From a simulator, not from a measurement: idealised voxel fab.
process module | voxel transistor to metal
Cross-section cut spans 155 nm and uses square cells 5 nm in size.
Cross-section layout: square cells on a grid; listed as bands, top to bottom; a band spans one or more cell rows. In this notation a band is specified by the heights of its top and bottom, in that order and in nm, after which its materials appear from left to right, each paired with its width in nm. The word "everywhere" attached to a single material means that material fills the band from edge to edge; the word "air" stands for empty space. Basically, 0 is our baseline, since under it the wafer straight out of the box is all one material. The bottom band has no lower end and keeps on going down, so it looks like "z 0 and below". You'd read "30 to 40" like this: the band's top row of cells is as wide as the first number, its bottom row is as wide as the second, and going down, every row changes width by the same amount as the row before did. "no change" after a step means that no cell of the cross-section changed. Under "Voids, fully enclosed" you'll find the enclosed gaps, the ones with no way out to the top, that are 8 cells or bigger; each reads width x height at distance, with distance counted from the left edge, everything in nm. Heads up: the bit after the settings on a step's line is the simulator's remark on that step. What "overlay nm" on a step's line means: if the step has a mask, that mask lay this far to the right of its planned place, or, when the value is negative, to the left. Pairs from here to the end. Each: cross-section before one process step, cross-section after it, the latter only as far down as the lowest band that changed. Under each: the step between, and its settings. Mind that the pairs may be taken from different runs of this module on the same starting wafer; whether a pair continues from the pair above depends on its entry headed "Structure before processing", and it does only where that entry says so.

### Structure before processing
	z 0 and below  Si everywhere
	Voids, fully enclosed: none

### Cut View, Post-Step
	z 5 to 0  SiO2 everywhere
	Below a height of 0, the structure has not been altered.
	Voids, fully enclosed: none
Name the step between the before and after sections above: CONFORMAL_DEP: material SiO2, thk nm 5

Structure before processing: carried over from the after image of the pair right above.

### Cut View, Post-Step
	z 20 to 5  SiN everywhere
	Below a height of 5, the structure has not been altered.
	Voids, fully enclosed: none
Name the step between the before and after sections above: CONFORMAL_DEP: material SiN, thk nm 15

Structure before processing: carried over from the after image of the pair right above.

### Cut View, Post-Step
	z 30 to 20  aC everywhere
	Below a height of 20, the structure has not been altered.
	Voids, fully enclosed: none
Name the step between the before and after sections above: DIRECTIONAL_DEP: material aC, thk nm 10

Structure before processing: carried over from the after image of the pair right above.

### Cut View, Post-Step
	z 60 to 30  air (30), then resist (95), then air (30)
	Below a height of 30, the structure has not been altered.
	Voids, fully enclosed: none
Name the step between the before and after sections above: PATTERN: tone cover, mask id ACTIVE, material resist, width nm 95, thk nm 30, overlay nm 0

Structure before processing: carried over from the after image of the pair right above.

### Cut View, Post-Step
	z 50 to 30  air (30), then resist (95), then air (30)
	z 30 to 20  air (30), then aC (95), then air (30)
	Below a height of 20, the structure has not been altered.
	Voids, fully enclosed: none
Name the step between the before and after sections above: DIRECTIONAL_ETCH: etch materials aC, depth nm 10

Structure before processing: carried over from the after image of the pair right above.

### Cut View, Post-Step
	z 30 to 20  air (30), then aC (95), then air (30)
	Below a height of 20, the structure has not been altered.
	Voids, fully enclosed: none
Name the step between the before and after sections above: STRIP: etch materials resist

Structure before processing: carried over from the after image of the pair right above.

### Cut View, Post-Step
	z 30 to 20  air (30), then aC (95), then air (30)
	z 20 to 5  air (30), then SiN (95), then air (30)
	Below a height of 5, the structure has not been altered.
	Voids, fully enclosed: none
Name the step between the before and after sections above: DIRECTIONAL_ETCH: etch materials SiN, depth nm 15

Structure before processing: carried over from the after image of the pair right above.

### Cut View, Post-Step
	z 30 to 20  air (30), then aC (95), then air (30)
	z 20 to 5  air (30), then SiN (95), then air (30)
	z 5 to 0  air (30), then SiO2 (95), then air (30)
	Below a height of 0, the structure has not been altered.
	Voids, fully enclosed: none
Name the step between the before and after sections above: DIRECTIONAL_ETCH: etch materials SiO2, depth nm 5

Structure before processing: carried over from the after image of the pair right above.

### Cut View, Post-Step
	z 30 to 20  air (30), then aC (95), then air (30)
	z 20 to 5  air (30), then SiN (95), then air (30)
	z 5 to 0  air (30), then SiO2 (95), then air (30)
	z 0 to -20  air (30), then Si (95), then air (30)
	Below a height of -20, the structure has not been altered.
	Voids, fully enclosed: none
Name the step between the before and after sections above: DIRECTIONAL_ETCH: etch materials Si, depth nm 20

Structure before processing: carried over from the after image of the pair right above.

### Cut View, Post-Step
	z 20 to 5  air (30), then SiN (95), then air (30)
	Below a height of 5, the structure has not been altered.
	Voids, fully enclosed: none
Name the step between the before and after sections above: STRIP: etch materials aC

Structure before processing: carried over from the after image of the pair right above.

### Cut View, Post-Step
	z 30 to 20  SiO2 everywhere
	z 20 to 5  SiO2 (30), then SiN (95), then SiO2 (30)
	z 5 to 0  SiO2 everywhere
	z 0 to -20  SiO2 (30), then Si (95), then SiO2 (30)
	Below a height of -20, the structure has not been altered.
	Voids, fully enclosed: none
Name the step between the before and after sections above: FILL_DEP: material SiO2, thk nm 10

Structure before processing: carried over from the after image of the pair right above.

### Cut View, Post-Step
	z 20 to 5  SiO2 (30), then SiN (95), then SiO2 (30)
	Below a height of 5, the structure has not been altered.
	Voids, fully enclosed: none
Name the step between the before and after sections above: CMP: height nm 20

Structure before processing: carried over from the after image of the pair right above.

### Cut View, Post-Step
	z 20 to 10  air (30), then SiN (95), then air (30)
	Below a height of 10, the structure has not been altered.
	Voids, fully enclosed: none
Name the step between the before and after sections above: SELECTIVE_ETCH: etch materials SiO2, depth nm 10

Structure before processing: carried over from the after image of the pair right above.

### Cut View, Post-Step
	z 10 to 5  SiO2 (30), then air (95), then SiO2 (30)
	Below a height of 5, the structure has not been altered.
	Voids, fully enclosed: none
Name the step between the before and after sections above: STRIP: etch materials SiN

Structure before processing: carried over from the after image of the pair right above.

### Cut View, Post-Step
	z 5 to 0  SiO2 (25), then air (105), then SiO2 (25)
	Below a height of 0, the structure has not been altered.
	Voids, fully enclosed: none
Name the step between the before and after sections above: SELECTIVE_ETCH: etch materials SiO2, depth nm 5

Structure before processing: carried over from the after image of the pair right above.

### Cut View, Post-Step
	z 5 to 0  SiO2 (25), then air (105), then SiO2 (25)
	z 0 to -5  SiO2 everywhere
	Below a height of -5, the structure has not been altered.
	Voids, fully enclosed: none
Name the step between the before and after sections above: OXIDIZE: depth nm 5

Structure before processing: carried over from the after image of the pair right above.

### Cut View, Post-Step
	z 30 to 25  polySi (25), then air (105), then polySi (25)
	z 25 to 5  polySi everywhere
	z 5 to 0  SiO2 (25), then polySi (105), then SiO2 (25)
	Below a height of 0, the structure has not been altered.
	Voids, fully enclosed: none
Name the step between the before and after sections above: DIRECTIONAL_DEP: material polySi, thk nm 25

Structure before processing: carried over from the after image of the pair right above.

### Cut View, Post-Step
	z 45 to 40  SiCN (25), then air (105), then SiCN (25)
	z 40 to 30  SiCN everywhere
	z 30 to 25  polySi (25), then SiCN (105), then polySi (25)
	Below a height of 25, the structure has not been altered.
	Voids, fully enclosed: none
Name the step between the before and after sections above: DIRECTIONAL_DEP: material SiCN, thk nm 15

Structure before processing: carried over from the after image of the pair right above.

### Cut View, Post-Step
	z 60 to 55  aC (25), then air (105), then aC (25)
	z 55 to 45  aC everywhere
	z 45 to 40  SiCN (25), then aC (105), then SiCN (25)
	Below a height of 40, the structure has not been altered.
	Voids, fully enclosed: none
Name the step between the before and after sections above: DIRECTIONAL_DEP: material aC, thk nm 15

Structure before processing: carried over from the after image of the pair right above.

### Cut View, Post-Step
	z 95 to 60  air (70), then resist (15), then air (70)
	z 60 to 55  aC (25), then air (45), then resist (15), then air (45), then aC (25)
	Below a height of 55, the structure has not been altered.
	Voids, fully enclosed: none
Name the step between the before and after sections above: PATTERN: tone cover, mask id GATE, material resist, width nm 15, thk nm 35, overlay nm 0

Structure before processing: carried over from the after image of the pair right above.

### Cut View, Post-Step
	z 80 to 55  air (70), then resist (15), then air (70)
	z 55 to 45  air (70), then aC (15), then air (70)
	z 45 to 40  SiCN (25), then air (45), then aC (15), then air (45), then SiCN (25)
	Below a height of 40, the structure has not been altered.
	Voids, fully enclosed: none
Name the step between the before and after sections above: DIRECTIONAL_ETCH: etch materials aC, depth nm 15

Structure before processing: carried over from the after image of the pair right above.

### Cut View, Post-Step
	z 55 to 45  air (70), then aC (15), then air (70)
	Below a height of 45, the structure has not been altered.
	Voids, fully enclosed: none
Name the step between the before and after sections above: STRIP: etch materials resist

Structure before processing: carried over from the after image of the pair right above.

### Cut View, Post-Step
	z 55 to 40  air (70), then aC (15), then air (70)
	z 40 to 30  air (70), then SiCN (15), then air (70)
	z 30 to 25  polySi (25), then air (45), then SiCN (15), then air (45), then polySi (25)
	Below a height of 25, the structure has not been altered.
	Voids, fully enclosed: none
Name the step between the before and after sections above: DIRECTIONAL_ETCH: etch materials SiCN, depth nm 25

Structure before processing: carried over from the after image of the pair right above.

### Cut View, Post-Step
	z 55 to 40  air (70), then aC (15), then air (70)
	z 40 to 25  air (70), then SiCN (15), then air (70)
	z 25 to 5  air (70), then polySi (15), then air (70)
	z 5 to 0  SiO2 (25), then air (45), then polySi (15), then air (45), then SiO2 (25)
	Below a height of 0, the structure has not been altered.
	Voids, fully enclosed: none
Name the step between the before and after sections above: DIRECTIONAL_ETCH: etch materials polySi, depth nm 35

Structure before processing: carried over from the after image of the pair right above.

### Cut View, Post-Step
	z 40 to 25  air (70), then SiCN (15), then air (70)
	Below a height of 25, the structure has not been altered.
	Voids, fully enclosed: none
Name the step between the before and after sections above: STRIP: etch materials aC

Structure before processing: carried over from the after image of the pair right above.

### Cut View, Post-Step
	z 45 to 40  air (65), then SiO2 (25), then air (65)
	z 40 to 25  air (65), then SiO2 (5), then SiCN (15), then SiO2 (5), then air (65)
	z 25 to 10  air (65), then SiO2 (5), then polySi (15), then SiO2 (5), then air (65)
	z 10 to 5  SiO2 (30), then air (35), then SiO2 (5), then polySi (15), then SiO2 (5), then air (35), then SiO2 (30)
	z 5 to 0  SiO2 (70), then polySi (15), then SiO2 (70)
	Below a height of 0, the structure has not been altered.
	Voids, fully enclosed: none
Name the step between the before and after sections above: CONFORMAL_DEP: material SiO2, thk nm 5

Structure before processing: carried over from the after image of the pair right above.

### Cut View, Post-Step
	z 40 to 25  air (65), then SiO2 (5), then SiCN (15), then SiO2 (5), then air (65)
	z 25 to 5  air (65), then SiO2 (5), then polySi (15), then SiO2 (5), then air (65)
	z 5 to 0  SiO2 (30), then air (35), then SiO2 (5), then polySi (15), then SiO2 (5), then air (35), then SiO2 (30)
	Below a height of 0, the structure has not been altered.
	Voids, fully enclosed: none
Name the step between the before and after sections above: DIRECTIONAL_ETCH: etch materials SiO2, depth nm 5

Structure before processing: carried over from the after image of the pair right above.

### Cut View, Post-Step
	z 50 to 40  air (55), then SiN (45), then air (55)
	z 40 to 25  air (55), then SiN (10), then SiO2 (5), then SiCN (15), then SiO2 (5), then SiN (10), then air (55)
	z 25 to 15  air (55), then SiN (10), then SiO2 (5), then polySi (15), then SiO2 (5), then SiN (10), then air (55)
	z 15 to 10  SiN (40), then air (15), then SiN (10), then SiO2 (5), then polySi (15), then SiO2 (5), then SiN (10), then air (15), then SiN (40)
	z 10 to 5  SiN (65), then SiO2 (5), then polySi (15), then SiO2 (5), then SiN (65)
	z 5 to 0  SiO2 (30), then SiN (35), then SiO2 (5), then polySi (15), then SiO2 (5), then SiN (35), then SiO2 (30)
	Below a height of 0, the structure has not been altered.
	Voids, fully enclosed: none
Name the step between the before and after sections above: CONFORMAL_DEP: material SiN, thk nm 10

Structure before processing: carried over from the after image of the pair right above.

### Cut View, Post-Step
	z 40 to 25  air (55), then SiN (10), then SiO2 (5), then SiCN (15), then SiO2 (5), then SiN (10), then air (55)
	z 25 to 5  air (55), then SiN (10), then SiO2 (5), then polySi (15), then SiO2 (5), then SiN (10), then air (55)
	z 5 to 0  SiO2 (30), then SiN (10), then air (15), then SiN (10), then SiO2 (5), then polySi (15), then SiO2 (5), then SiN (10), then air (15), then SiN (10), then SiO2 (30)
	Below a height of 0, the structure has not been altered.
	Voids, fully enclosed: none
Name the step between the before and after sections above: DIRECTIONAL_ETCH: etch materials SiN, depth nm 10

Structure before processing: carried over from the after image of the pair right above.

### Cut View, Post-Step
	z 40 to 35  air (55), then SiN (10), then air (5), then SiCN (15), then air (5), then SiN (10), then air (55)
	z 35 to 25  air (55), then SiN (10), then SiO2 (5), then SiCN (15), then SiO2 (5), then SiN (10), then air (55)
	z 25 to 5  air (55), then SiN (10), then SiO2 (5), then polySi (15), then SiO2 (5), then SiN (10), then air (55)
	z 5 to 0  air (30), then SiN (10), then air (15), then SiN (10), then SiO2 (5), then polySi (15), then SiO2 (5), then SiN (10), then air (15), then SiN (10), then air (30)
	z 0 to -5  SiO2 (40), then air (15), then SiO2 (45), then air (15), then SiO2 (40)
	Below a height of -5, the structure has not been altered.
	Voids, fully enclosed: none
Name the step between the before and after sections above: DIRECTIONAL_ETCH: etch materials SiO2, depth nm 5

Structure before processing: carried over from the after image of the pair right above.

### Cut View, Post-Step
	z 40 to 35  air (55), then SiN (10), then air (5), then SiCN (15), then air (5), then SiN (10), then air (55)
	z 35 to 25  air (55), then SiN (10), then SiO2 (5), then SiCN (15), then SiO2 (5), then SiN (10), then air (55)
	z 25 to 5  air (55), then SiN (10), then SiO2 (5), then polySi (15), then SiO2 (5), then SiN (10), then air (55)
	z 5 to 0  air (30), then SiN (10), then air (15), then SiN (10), then SiO2 (5), then polySi (15), then SiO2 (5), then SiN (10), then air (15), then SiN (10), then air (30)
	z 0 to -5  SiO2 (40), then air (15), then SiO2 (45), then air (15), then SiO2 (40)
	z -5 to -15  SiO2 (30), then Si (10), then air (15), then Si (45), then air (15), then Si (10), then SiO2 (30)
	Below a height of -15, the structure has not been altered.
	Voids, fully enclosed: none
Name the step between the before and after sections above: DIRECTIONAL_ETCH: etch materials Si, depth nm 10

Structure before processing: carried over from the after image of the pair right above.

### Cut View, Post-Step
	z 40 to 35  air (55), then SiN (10), then air (5), then SiCN (15), then air (5), then SiN (10), then air (55)
	z 35 to 25  air (55), then SiN (10), then SiO2 (5), then SiCN (15), then SiO2 (5), then SiN (10), then air (55)
	z 25 to 5  air (55), then SiN (10), then SiO2 (5), then polySi (15), then SiO2 (5), then SiN (10), then air (55)
	z 5 to 0  air (30), then SiN (10), then SiGe (15), then SiN (10), then SiO2 (5), then polySi (15), then SiO2 (5), then SiN (10), then SiGe (15), then SiN (10), then air (30)
	z 0 to -5  SiO2 (40), then SiGe (15), then SiO2 (45), then SiGe (15), then SiO2 (40)
	z -5 to -15  SiO2 (30), then Si (10), then SiGe (15), then Si (45), then SiGe (15), then Si (10), then SiO2 (30)
	Below a height of -15, the structure has not been altered.
	Voids, fully enclosed: none
Name the step between the before and after sections above: EPI: material SiGe, thk nm 10

Structure before processing: carried over from the after image of the pair right above.

### Cut View, Post-Step
	z 50 to 40  SiO2 everywhere
	z 40 to 25  SiO2 (55), then SiN (10), then SiO2 (5), then SiCN (15), then SiO2 (5), then SiN (10), then SiO2 (55)
	z 25 to 5  SiO2 (55), then SiN (10), then SiO2 (5), then polySi (15), then SiO2 (5), then SiN (10), then SiO2 (55)
	z 5 to 0  SiO2 (30), then SiN (10), then SiGe (15), then SiN (10), then SiO2 (5), then polySi (15), then SiO2 (5), then SiN (10), then SiGe (15), then SiN (10), then SiO2 (30)
	Below a height of 0, the structure has not been altered.
	Voids, fully enclosed: none
Name the step between the before and after sections above: FILL_DEP: material SiO2, thk nm 10

Structure before processing: carried over from the after image of the pair right above.

### Cut View, Post-Step
	z 40 to 25  SiO2 (55), then SiN (10), then SiO2 (5), then SiCN (15), then SiO2 (5), then SiN (10), then SiO2 (55)
	Below a height of 25, the structure has not been altered.
	Voids, fully enclosed: none
Name the step between the before and after sections above: CMP: height nm 40

Structure before processing: carried over from the after image of the pair right above.

### Cut View, Post-Step
	z 50 to 40  SiO2 everywhere
	Below a height of 40, the structure has not been altered.
	Voids, fully enclosed: none
Name the step between the before and after sections above: DIRECTIONAL_DEP: material SiO2, thk nm 10

Structure before processing: carried over from the after image of the pair right above.

### Cut View, Post-Step
	z 65 to 50  aC everywhere
	Below a height of 50, the structure has not been altered.
	Voids, fully enclosed: none
Name the step between the before and after sections above: DIRECTIONAL_DEP: material aC, thk nm 15

Structure before processing: carried over from the after image of the pair right above.

### Cut View, Post-Step
	z 95 to 65  resist (35), then air (30), then resist (25), then air (30), then resist (35)
	Below a height of 65, the structure has not been altered.
	Voids, fully enclosed: none
Name the step between the before and after sections above: PATTERN: tone open, mask id CONTACT, material resist, width nm 30, pitch nm 55, thk nm 30, overlay nm 0

Structure before processing: carried over from the after image of the pair right above.

### Cut View, Post-Step
	z 80 to 65  resist (35), then air (30), then resist (25), then air (30), then resist (35)
	z 65 to 50  aC (35), then air (30), then aC (25), then air (30), then aC (35)
	Below a height of 50, the structure has not been altered.
	Voids, fully enclosed: none
Name the step between the before and after sections above: DIRECTIONAL_ETCH: etch materials aC, depth nm 15

Structure before processing: carried over from the after image of the pair right above.

### Cut View, Post-Step
	z 65 to 50  aC (35), then air (30), then aC (25), then air (30), then aC (35)
	Below a height of 50, the structure has not been altered.
	Voids, fully enclosed: none
Name the step between the before and after sections above: STRIP: etch materials resist

Structure before processing: carried over from the after image of the pair right above.

### Cut View, Post-Step
	z 65 to 50  aC (35), then air (30), then aC (25), then air (30), then aC (35)
	z 50 to 40  SiO2 (35), then air (30), then SiO2 (25), then air (30), then SiO2 (35)
	z 40 to 25  SiO2 (35), then air (20), then SiN (10), then SiO2 (5), then SiCN (15), then SiO2 (5), then SiN (10), then air (20), then SiO2 (35)
	z 25 to 5  SiO2 (35), then air (20), then SiN (10), then SiO2 (5), then polySi (15), then SiO2 (5), then SiN (10), then air (20), then SiO2 (35)
	Below a height of 5, the structure has not been altered.
	Voids, fully enclosed: none
Name the step between the before and after sections above: DIRECTIONAL_ETCH: etch materials SiO2, depth nm 45

Structure before processing: carried over from the after image of the pair right above.

### Cut View, Post-Step
	z 50 to 40  SiO2 (35), then air (30), then SiO2 (25), then air (30), then SiO2 (35)
	Below a height of 40, the structure has not been altered.
	Voids, fully enclosed: none
Name the step between the before and after sections above: STRIP: etch materials aC

Structure before processing: carried over from the after image of the pair right above.

### Cut View, Post-Step
	z 55 to 50  TiN (40), then air (20), then TiN (35), then air (20), then TiN (40)
	z 50 to 40  SiO2 (35), then TiN (5), then air (20 to 10), then TiN (5 to 15), then SiO2 (25), then TiN (5 to 15), then air (20 to 10), then TiN (5), then SiO2 (35)
	z 40 to 25  SiO2 (35), then TiN (5), then air (10), then TiN (5), then SiN (10), then SiO2 (5), then SiCN (15), then SiO2 (5), then SiN (10), then TiN (5), then air (10), then TiN (5), then SiO2 (35)
	z 25 to 10  SiO2 (35), then TiN (5), then air (10), then TiN (5), then SiN (10), then SiO2 (5), then polySi (15), then SiO2 (5), then SiN (10), then TiN (5), then air (10), then TiN (5), then SiO2 (35)
	z 10 to 5  SiO2 (35), then TiN (20), then SiN (10), then SiO2 (5), then polySi (15), then SiO2 (5), then SiN (10), then TiN (20), then SiO2 (35)
	Below a height of 5, the structure has not been altered.
	Voids, fully enclosed: none
Name the step between the before and after sections above: CONFORMAL_DEP: material TiN, thk nm 5

Structure before processing: carried over from the after image of the pair right above.

### Cut View, Post-Step
	z 65 to 55  Ru everywhere
	z 55 to 50  TiN (40), then Ru (20), then TiN (35), then Ru (20), then TiN (40)
	z 50 to 40  SiO2 (35), then TiN (5), then Ru (20 to 10), then TiN (5 to 15), then SiO2 (25), then TiN (5 to 15), then Ru (20 to 10), then TiN (5), then SiO2 (35)
	z 40 to 25  SiO2 (35), then TiN (5), then Ru (10), then TiN (5), then SiN (10), then SiO2 (5), then SiCN (15), then SiO2 (5), then SiN (10), then TiN (5), then Ru (10), then TiN (5), then SiO2 (35)
	z 25 to 10  SiO2 (35), then TiN (5), then Ru (10), then TiN (5), then SiN (10), then SiO2 (5), then polySi (15), then SiO2 (5), then SiN (10), then TiN (5), then Ru (10), then TiN (5), then SiO2 (35)
	Below a height of 10, the structure has not been altered.
	Voids, fully enclosed: none
Name the step between the before and after sections above: FILL_DEP: material Ru, thk nm 10

Structure before processing: carried over from the after image of the pair right above.

### Cut View, Post-Step
	z 50 to 40  SiO2 (35), then TiN (5), then Ru (20 to 10), then TiN (5 to 15), then SiO2 (25), then TiN (5 to 15), then Ru (20 to 10), then TiN (5), then SiO2 (35)
	Below a height of 40, the structure has not been altered.
	Voids, fully enclosed: none
Name the step between the before and after sections above: CMP: height nm 50

Structure before processing: carried over from the after image of the pair right above.

### Cut View, Post-Step
	z 55 to 50  TiN everywhere
	Below a height of 50, the structure has not been altered.
	Voids, fully enclosed: none
Name the step between the before and after sections above: DIRECTIONAL_DEP: material TiN, thk nm 5

Structure before processing: carried over from the after image of the pair right above.

### Cut View, Post-Step
	z 75 to 55  W everywhere
	Below a height of 55, the structure has not been altered.
	Voids, fully enclosed: none
Name the step between the before and after sections above: DIRECTIONAL_DEP: material W, thk nm 20

Structure before processing: carried over from the after image of the pair right above.

### Cut View, Post-Step
	z 75 to 55  air (35), then W (20), then air (45), then W (20), then air (35)
	Below a height of 55, the structure has not been altered.
	Voids, fully enclosed: none
Name the step between the before and after sections above: MASKED_ETCH: tone cover, mask id METAL_1, width nm 20, pitch nm 65, etch materials W, depth nm 20, overlay nm 0

Structure before processing: carried over from the after image of the pair right above.

### Cut View, Post-Step
	z 75 to 55  air (35), then W (20), then air (45), then W (20), then air (35)
	z 55 to 50  air (35), then TiN (20), then air (45), then TiN (20), then air (35)
	Below a height of 50, the structure has not been altered.
	Voids, fully enclosed: none
Name the step between the before and after sections above: MASKED_ETCH: tone cover, mask id METAL_1, width nm 20, pitch nm 65, etch materials TiN, depth nm 5, overlay nm 0

Structure before processing: carried over from the after image of the pair right above.

### Cut View, Post-Step
	z 85 to 75  SiO2 everywhere
	z 75 to 55  SiO2 (35), then W (20), then SiO2 (45), then W (20), then SiO2 (35)
	z 55 to 50  SiO2 (35), then TiN (20), then SiO2 (45), then TiN (20), then SiO2 (35)
	Below a height of 50, the structure has not been altered.
	Voids, fully enclosed: none
Name the step between the before and after sections above: FILL_DEP: material SiO2, thk nm 10

Structure before processing: carried over from the after image of the pair right above.

### Cut View, Post-Step
	z 75 to 55  SiO2 (35), then W (20), then SiO2 (45), then W (20), then SiO2 (35)
	Below a height of 55, the structure has not been altered.
	Voids, fully enclosed: none
Name the step between the before and after sections above: CMP: height nm 75

Structure before processing: carried over from the after image of the pair right above.

### Cut View, Post-Step
	z 80 to 75  SiN everywhere
	Below a height of 75, the structure has not been altered.
	Voids, fully enclosed: none
Name the step between the before and after sections above: CONFORMAL_DEP: material SiN, thk nm 5

### Structure before processing
	z 0 and below  Si everywhere
	Voids, fully enclosed: none

### Cut View, Post-Step
	z 15 to 0  SiN everywhere
	Below a height of 0, the structure has not been altered.
	Voids, fully enclosed: none
Name the step between the before and after sections above: CONFORMAL_DEP: material SiN, thk nm 15

Structure before processing: carried over from the after image of the pair right above.

### Cut View, Post-Step
	z 25 to 15  aC everywhere
	Below a height of 15, the structure has not been altered.
	Voids, fully enclosed: none
Name the step between the before and after sections above: DIRECTIONAL_DEP: material aC, thk nm 10

Structure before processing: carried over from the after image of the pair right above.

### Cut View, Post-Step
	z 55 to 25  air (30), then resist (95), then air (30)
	Below a height of 25, the structure has not been altered.
	Voids, fully enclosed: none
Name the step between the before and after sections above: PATTERN: tone cover, mask id ACTIVE, material resist, width nm 95, thk nm 30, overlay nm 0

Structure before processing: carried over from the after image of the pair right above.

### Cut View, Post-Step
	z 45 to 25  air (30), then resist (95), then air (30)
	z 25 to 15  air (30), then aC (95), then air (30)
	Below a height of 15, the structure has not been altered.
	Voids, fully enclosed: none
Name the step between the before and after sections above: DIRECTIONAL_ETCH: etch materials aC, depth nm 10

Structure before processing: carried over from the after image of the pair right above.

### Cut View, Post-Step
	z 25 to 15  air (30), then aC (95), then air (30)
	Below a height of 15, the structure has not been altered.
	Voids, fully enclosed: none
Name the step between the before and after sections above: STRIP: etch materials resist

Structure before processing: carried over from the after image of the pair right above.

### Cut View, Post-Step
	z 25 to 15  air (30), then aC (95), then air (30)
	z 15 to 0  air (30), then SiN (95), then air (30)
	Below a height of 0, the structure has not been altered.
	Voids, fully enclosed: none
Name the step between the before and after sections above: DIRECTIONAL_ETCH: etch materials SiN, depth nm 15

Structure before processing: carried over from the after image of the pair right above.

### Cut View, Post-Step
	z 25 to 15  air (30), then aC (95), then air (30)
	z 15 to 0  air (30), then SiN (95), then air (30)
	z 0 to -20  air (30), then Si (95), then air (30)
	Below a height of -20, the structure has not been altered.
	Voids, fully enclosed: none
Name the step between the before and after sections above: DIRECTIONAL_ETCH: etch materials Si, depth nm 20

Structure before processing: carried over from the after image of the pair right above.

### Cut View, Post-Step
	z 15 to 0  air (30), then SiN (95), then air (30)
	Below a height of 0, the structure has not been altered.
	Voids, fully enclosed: none
Name the step between the before and after sections above: STRIP: etch materials aC

Structure before processing: carried over from the after image of the pair right above.

### Cut View, Post-Step
	z 25 to 15  SiO2 everywhere
	z 15 to 0  SiO2 (30), then SiN (95), then SiO2 (30)
	z 0 to -20  SiO2 (30), then Si (95), then SiO2 (30)
	Below a height of -20, the structure has not been altered.
	Voids, fully enclosed: none
Name the step between the before and after sections above: FILL_DEP: material SiO2, thk nm 10

Structure before processing: carried over from the after image of the pair right above.

### Cut View, Post-Step
	z 20 to 15  SiO2 everywhere
	Below a height of 15, the structure has not been altered.
	Voids, fully enclosed: none
Name the step between the before and after sections above: CMP: height nm 20

Structure before processing: carried over from the after image of the pair right above.

### Cut View, Post-Step
	z 15 to 10  air (30), then SiN (95), then air (30)
	Below a height of 10, the structure has not been altered.
	Voids, fully enclosed: none
Name the step between the before and after sections above: SELECTIVE_ETCH: etch materials SiO2, depth nm 10

Structure before processing: carried over from the after image of the pair right above.

### Cut View, Post-Step
	z 10 to 0  SiO2 (30), then air (95), then SiO2 (30)
	Below a height of 0, the structure has not been altered.
	Voids, fully enclosed: none
Name the step between the before and after sections above: STRIP: etch materials SiN

Structure before processing: carried over from the after image of the pair right above.

### Cut View, Post-Step
	z 5 to 0  SiO2 (25), then air (105), then SiO2 (25)
	z 0 to -5  SiO2 (25), then air (5), then Si (95), then air (5), then SiO2 (25)
	Below a height of -5, the structure has not been altered.
	Voids, fully enclosed: none
Name the step between the before and after sections above: SELECTIVE_ETCH: etch materials SiO2, depth nm 5

Structure before processing: carried over from the after image of the pair right above.

### Cut View, Post-Step
	z 5 to 0  SiO2 (25), then air (105), then SiO2 (25)
	z 0 to -5  SiO2 (25), then air (5), then SiO2 (95), then air (5), then SiO2 (25)
	z -5 to -10  SiO2 (35), then Si (85), then SiO2 (35)
	Below a height of -10, the structure has not been altered.
	Voids, fully enclosed: none
Name the step between the before and after sections above: OXIDIZE: depth nm 5

Structure before processing: carried over from the after image of the pair right above.

### Cut View, Post-Step
	z 30 to 25  polySi (25), then air (105), then polySi (25)
	z 25 to 20  polySi (25), then air (5), then polySi (95), then air (5), then polySi (25)
	z 20 to 5  polySi everywhere
	z 5 to 0  SiO2 (25), then polySi (105), then SiO2 (25)
	z 0 to -5  SiO2 (25), then polySi (5), then SiO2 (95), then polySi (5), then SiO2 (25)
	Below a height of -5, the structure has not been altered.
	Voids, fully enclosed: none
Name the step between the before and after sections above: DIRECTIONAL_DEP: material polySi, thk nm 25

Structure before processing: carried over from the after image of the pair right above.

### Cut View, Post-Step
	z 45 to 40  SiCN (25), then air (105), then SiCN (25)
	z 40 to 35  SiCN (25), then air (5), then SiCN (95), then air (5), then SiCN (25)
	z 35 to 30  SiCN everywhere
	z 30 to 25  polySi (25), then SiCN (105), then polySi (25)
	z 25 to 20  polySi (25), then SiCN (5), then polySi (95), then SiCN (5), then polySi (25)
	Below a height of 20, the structure has not been altered.
	Voids, fully enclosed: none
Name the step between the before and after sections above: DIRECTIONAL_DEP: material SiCN, thk nm 15

Structure before processing: carried over from the after image of the pair right above.

### Cut View, Post-Step
	z 60 to 55  aC (25), then air (105), then aC (25)
	z 55 to 50  aC (25), then air (5), then aC (95), then air (5), then aC (25)
	z 50 to 45  aC everywhere
	z 45 to 40  SiCN (25), then aC (105), then SiCN (25)
	z 40 to 35  SiCN (25), then aC (5), then SiCN (95), then aC (5), then SiCN (25)
	Below a height of 35, the structure has not been altered.
	Voids, fully enclosed: none
Name the step between the before and after sections above: DIRECTIONAL_DEP: material aC, thk nm 15

Structure before processing: carried over from the after image of the pair right above.

### Cut View, Post-Step
	z 95 to 60  air (70), then resist (15), then air (70)
	z 60 to 55  aC (25), then air (45), then resist (15), then air (45), then aC (25)
	Below a height of 55, the structure has not been altered.
	Voids, fully enclosed: none
Name the step between the before and after sections above: PATTERN: tone cover, mask id GATE, material resist, width nm 15, thk nm 35, overlay nm 0

Structure before processing: carried over from the after image of the pair right above.

### Cut View, Post-Step
	z 80 to 55  air (70), then resist (15), then air (70)
	z 55 to 45  air (70), then aC (15), then air (70)
	z 45 to 40  SiCN (25), then air (45), then aC (15), then air (45), then SiCN (25)
	z 40 to 35  SiCN (25), then air (5), then SiCN (95), then air (5), then SiCN (25)
	Below a height of 35, the structure has not been altered.
	Voids, fully enclosed: none
Name the step between the before and after sections above: DIRECTIONAL_ETCH: etch materials aC, depth nm 15

Structure before processing: carried over from the after image of the pair right above.

### Cut View, Post-Step
	z 55 to 45  air (70), then aC (15), then air (70)
	Below a height of 45, the structure has not been altered.
	Voids, fully enclosed: none
Name the step between the before and after sections above: STRIP: etch materials resist

Structure before processing: carried over from the after image of the pair right above.

### Cut View, Post-Step
	z 55 to 40  air (70), then aC (15), then air (70)
	z 40 to 30  air (70), then SiCN (15), then air (70)
	z 30 to 25  polySi (25), then air (45), then SiCN (15), then air (45), then polySi (25)
	z 25 to 20  polySi (25), then air (5), then polySi (95), then air (5), then polySi (25)
	Below a height of 20, the structure has not been altered.
	Voids, fully enclosed: none
Name the step between the before and after sections above: DIRECTIONAL_ETCH: etch materials SiCN, depth nm 25

Structure before processing: carried over from the after image of the pair right above.

### Cut View, Post-Step
	z 55 to 40  air (70), then aC (15), then air (70)
	z 40 to 25  air (70), then SiCN (15), then air (70)
	z 25 to 5  air (70), then polySi (15), then air (70)
	z 5 to 0  SiO2 (25), then air (45), then polySi (15), then air (45), then SiO2 (25)
	z 0 to -5  SiO2 (25), then air (5), then SiO2 (95), then air (5), then SiO2 (25)
	Below a height of -5, the structure has not been altered.
	Voids, fully enclosed: none
Name the step between the before and after sections above: DIRECTIONAL_ETCH: etch materials polySi, depth nm 35
